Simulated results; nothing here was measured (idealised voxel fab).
The process module presented herein is designated voxel self aligned contacts.
The cross-section on display is named cut; it measures 230 nm wide, and its cells are 5 nm squares.
If you're reading a cross-section in this doc, picture square cells in a grid; it comes to you as bands, top ones listed first down to the bottom, and a band can be one or more rows of cells. It is stipulated that each band's entry specify, in nanometres, the height of the top of the band and then that of its bottom, followed by the materials of the band in left-to-right sequence, each together with its width in nanometres. A single material marked by the word "full width" is understood to fill the band from edge to edge; the word "blank" is understood to denote empty space. It should be noted that heights are counted from 0, beneath which the wafer as supplied is of one material throughout, and that the lowest band possesses no lower boundary but continues downward, as written in "0..down". Think of "30->40" as a width that walks from the first number to the second as you go down the band, top row to bottom row, taking equal-sized steps from row to row. The cross-section has no changed cell in any step marked "stayed the same". "Voids, sealed" contains a list of empty spaces, each no smaller than 8 cells and without an open way to the top, written in the form width x height at distance with the distance from the left edge and all three in nm. Note: text after step settings on the step line = simulator remark on that step. The "overlay nm" setting may appear on a step's line; for a step that uses a mask, it gives how far to the right of its planned position the mask lay, and a negative value indicates the left.

Listed below are the process steps as planned:
1 RECEIVE [material Si]
2 OXIDIZE [depth nm 5]
3 DIRECTIONAL_DEP [material polySi] [thk nm 30]
4 DIRECTIONAL_DEP [material SiN] [thk nm 20]
5 PATTERN [tone cover] [mask id GATE] [material resist] [width nm 35] [pitch nm 70] [thk nm 20] [overlay nm 0]
6 DIRECTIONAL_ETCH [etch materials SiN] [depth nm 20]
7 DIRECTIONAL_ETCH [etch materials polySi] [depth nm 30]
8 STRIP [etch materials resist]
9 CONFORMAL_DEP [material SiN] [thk nm 5]
10 DIRECTIONAL_ETCH [etch materials SiN] [depth nm 5]
11 FILL_DEP [material SiO2] [thk nm 20]
12 CMP [height nm 60]
13 MASKED_ETCH [tone open] [mask id CONTACT] [width nm 55] [etch materials SiO2] [depth nm 65] [overlay nm 0]
14 CONFORMAL_DEP [material TiN] [thk nm 5]
15 FILL_DEP [material W] [thk nm 5]
16 CMP [height nm 60]
17 CONFORMAL_DEP [material SiN] [thk nm 5]

First of the two wafers, run per plan:

This is the cross-section of the wafer as we received it, i.e. after step 1:
0..down = Si full width
Voids, sealed: none

Presented here is a cross-section of the wafer after step 2 has been performed:
0..-5 = SiO2 full width
Heights below -5 show no change.

Presented here is a cross-section of the wafer after step 3 has been performed:
30..0 = polySi full width
Heights below 0 show no change.

Presented here is a cross-section of the wafer after step 4 has been performed:
50..30 = SiN full width
Heights below 30 show no change.

Presented here is a cross-section of the wafer after step 5 has been performed:
70..50 = blank (60)  resist (35)  blank (35)  resist (35)  blank (65)
Heights below 50 show no change.

Presented here is a cross-section of the wafer after step 6 has been performed:
70..50 = blank (60)  resist (35)  blank (35)  resist (35)  blank (65)
50..30 = blank (60)  SiN (35)  blank (35)  SiN (35)  blank (65)
Heights below 30 show no change.

Presented here is a cross-section of the wafer after step 7 has been performed:
70..50 = blank (60)  resist (35)  blank (35)  resist (35)  blank (65)
50..30 = blank (60)  SiN (35)  blank (35)  SiN (35)  blank (65)
30..0 = blank (60)  polySi (35)  blank (35)  polySi (35)  blank (65)
Heights below 0 show no change.

Presented here is a cross-section of the wafer after step 8 has been performed:
50..30 = blank (60)  SiN (35)  blank (35)  SiN (35)  blank (65)
Heights below 30 show no change.

Presented here is a cross-section of the wafer after step 9 has been performed:
55..30 = blank (55)  SiN (45)  blank (25)  SiN (45)  blank (60)
30..5 = blank (55)  SiN (5)  polySi (35)  SiN (5)  blank (25)  SiN (5)  polySi (35)  SiN (5)  blank (60)
5..0 = SiN (60)  polySi (35)  SiN (35)  polySi (35)  SiN (65)
Heights below 0 show no change.

Presented here is a cross-section of the wafer after step 10 has been performed:
50..30 = blank (55)  SiN (45)  blank (25)  SiN (45)  blank (60)
30..0 = blank (55)  SiN (5)  polySi (35)  SiN (5)  blank (25)  SiN (5)  polySi (35)  SiN (5)  blank (60)
Heights below 0 show no change.

Presented here is a cross-section of the wafer after step 11 has been performed:
70..50 = SiO2 full width
50..30 = SiO2 (55)  SiN (45)  SiO2 (25)  SiN (45)  SiO2 (60)
30..0 = SiO2 (55)  SiN (5)  polySi (35)  SiN (5)  SiO2 (25)  SiN (5)  polySi (35)  SiN (5)  SiO2 (60)
Heights below 0 show no change.

Presented here is a cross-section of the wafer after step 12 has been performed:
60..50 = SiO2 full width
Heights below 50 show no change.

Presented here is a cross-section of the wafer after step 13 has been performed:
60..50 = SiO2 (85)  blank (55)  SiO2 (90)
50..30 = SiO2 (55)  SiN (45)  blank (25)  SiN (45)  SiO2 (60)
30..0 = SiO2 (55)  SiN (5)  polySi (35)  SiN (5)  blank (25)  SiN (5)  polySi (35)  SiN (5)  SiO2 (60)
0..-5 = SiO2 (100)  blank (25)  SiO2 (105)
Heights below -5 show no change.

Presented here is a cross-section of the wafer after step 14 has been performed:
65..60 = TiN (90)  blank (45)  TiN (95)
60..50 = SiO2 (85)  TiN (5->20)  blank (45->15)  TiN (5->20)  SiO2 (90)
50..30 = SiO2 (55)  SiN (45)  TiN (5)  blank (15)  TiN (5)  SiN (45)  SiO2 (60)
30..0 = SiO2 (55)  SiN (5)  polySi (35)  SiN (5)  TiN (5)  blank (15)  TiN (5)  SiN (5)  polySi (35)  SiN (5)  SiO2 (60)
0..-5 = SiO2 (100)  TiN (25)  SiO2 (105)
Heights below -5 show no change.

Presented here is a cross-section of the wafer after step 15 has been performed:
70..65 = W full width
65..60 = TiN (90)  W (45)  TiN (95)
60..50 = SiO2 (85)  TiN (5->20)  W (45->15)  TiN (5->20)  SiO2 (90)
50..30 = SiO2 (55)  SiN (45)  TiN (5)  W (15)  TiN (5)  SiN (45)  SiO2 (60)
30..0 = SiO2 (55)  SiN (5)  polySi (35)  SiN (5)  TiN (5)  W (15)  TiN (5)  SiN (5)  polySi (35)  SiN (5)  SiO2 (60)
Heights below 0 show no change.

Presented here is a cross-section of the wafer after step 16 has been performed:
60..50 = SiO2 (85)  TiN (5->20)  W (45->15)  TiN (5->20)  SiO2 (90)
Heights below 50 show no change.

Presented here is a cross-section of the wafer after step 17 has been performed:
65..60 = SiN full width
Heights below 60 show no change.

Second wafer, same starting conditions and recipe as the first, one mistake in executing it, nothing differs from the first up to and including step 2:

Cross-section, second wafer, at the end time the plan gives for step 3:
60..0 = polySi full width
Heights below 0 show no change.

Cross-section, second wafer, at the end time the plan gives for step 4:
80..60 = SiN full width
Heights below 60 show no change.

Cross-section, second wafer, at the end time the plan gives for step 5:
100..80 = blank (60)  resist (35)  blank (35)  resist (35)  blank (65)
Heights below 80 show no change.

Cross-section, second wafer, at the end time the plan gives for step 6:
100..80 = blank (60)  resist (35)  blank (35)  resist (35)  blank (65)
80..60 = blank (60)  SiN (35)  blank (35)  SiN (35)  blank (65)
Heights below 60 show no change.

Cross-section, second wafer, at the end time the plan gives for step 7:
100..80 = blank (60)  resist (35)  blank (35)  resist (35)  blank (65)
80..60 = blank (60)  SiN (35)  blank (35)  SiN (35)  blank (65)
60..30 = blank (60)  polySi (35)  blank (35)  polySi (35)  blank (65)
Heights below 30 show no change.

Cross-section, second wafer, at the end time the plan gives for step 8:
80..60 = blank (60)  SiN (35)  blank (35)  SiN (35)  blank (65)
Heights below 60 show no change.

Cross-section, second wafer, at the end time the plan gives for step 9:
85..60 = blank (55)  SiN (45)  blank (25)  SiN (45)  blank (60)
60..35 = blank (55)  SiN (5)  polySi (35)  SiN (5)  blank (25)  SiN (5)  polySi (35)  SiN (5)  blank (60)
35..30 = SiN (60)  polySi (35)  SiN (35)  polySi (35)  SiN (65)
Heights below 30 show no change.

Cross-section, second wafer, at the end time the plan gives for step 10:
80..60 = blank (55)  SiN (45)  blank (25)  SiN (45)  blank (60)
60..30 = blank (55)  SiN (5)  polySi (35)  SiN (5)  blank (25)  SiN (5)  polySi (35)  SiN (5)  blank (60)
Heights below 30 show no change.

Cross-section, second wafer, at the end time the plan gives for step 11:
100..80 = SiO2 full width
80..60 = SiO2 (55)  SiN (45)  SiO2 (25)  SiN (45)  SiO2 (60)
60..30 = SiO2 (55)  SiN (5)  polySi (35)  SiN (5)  SiO2 (25)  SiN (5)  polySi (35)  SiN (5)  SiO2 (60)
Heights below 30 show no change.

Cross-section, second wafer, at the end time the plan gives for step 12:
60..30 = SiO2 (55)  SiN (5)  polySi (35)  SiN (5)  SiO2 (25)  SiN (5)  polySi (35)  SiN (5)  SiO2 (60)
Heights below 30 show no change.

Cross-section, second wafer, at the end time the plan gives for step 13:
60..30 = SiO2 (55)  SiN (5)  polySi (35)  SiN (5)  blank (25)  SiN (5)  polySi (35)  SiN (5)  SiO2 (60)
Heights below 30 show no change.

Cross-section, second wafer, at the end time the plan gives for step 14:
65..60 = TiN (105)  blank (15)  TiN (110)
60..35 = SiO2 (55)  SiN (5)  polySi (35)  SiN (5)  TiN (5)  blank (15)  TiN (5)  SiN (5)  polySi (35)  SiN (5)  SiO2 (60)
35..30 = SiO2 (55)  SiN (5)  polySi (35)  SiN (5)  TiN (25)  SiN (5)  polySi (35)  SiN (5)  SiO2 (60)
Heights below 30 show no change.

Cross-section, second wafer, at the end time the plan gives for step 15:
70..65 = W full width
65..60 = TiN (105)  W (15)  TiN (110)
60..35 = SiO2 (55)  SiN (5)  polySi (35)  SiN (5)  TiN (5)  W (15)  TiN (5)  SiN (5)  polySi (35)  SiN (5)  SiO2 (60)
Heights below 35 show no change.

Cross-section, second wafer, at the end time the plan gives for step 16:
60..35 = SiO2 (55)  SiN (5)  polySi (35)  SiN (5)  TiN (5)  W (15)  TiN (5)  SiN (5)  polySi (35)  SiN (5)  SiO2 (60)
Heights below 35 show no change.

Cross-section, second wafer, at the end time the plan gives for step 17:
65..60 = SiN full width
Heights below 60 show no change.
Deviation from plan: execution of plan step 3 occurred twice
Upon completion, the second wafer contains, in terms of cells, a greater or smaller amount of certain materials than the first wafer: -72 SiN | -157 SiO2 | -20 TiN | -27 W | +276 polySi
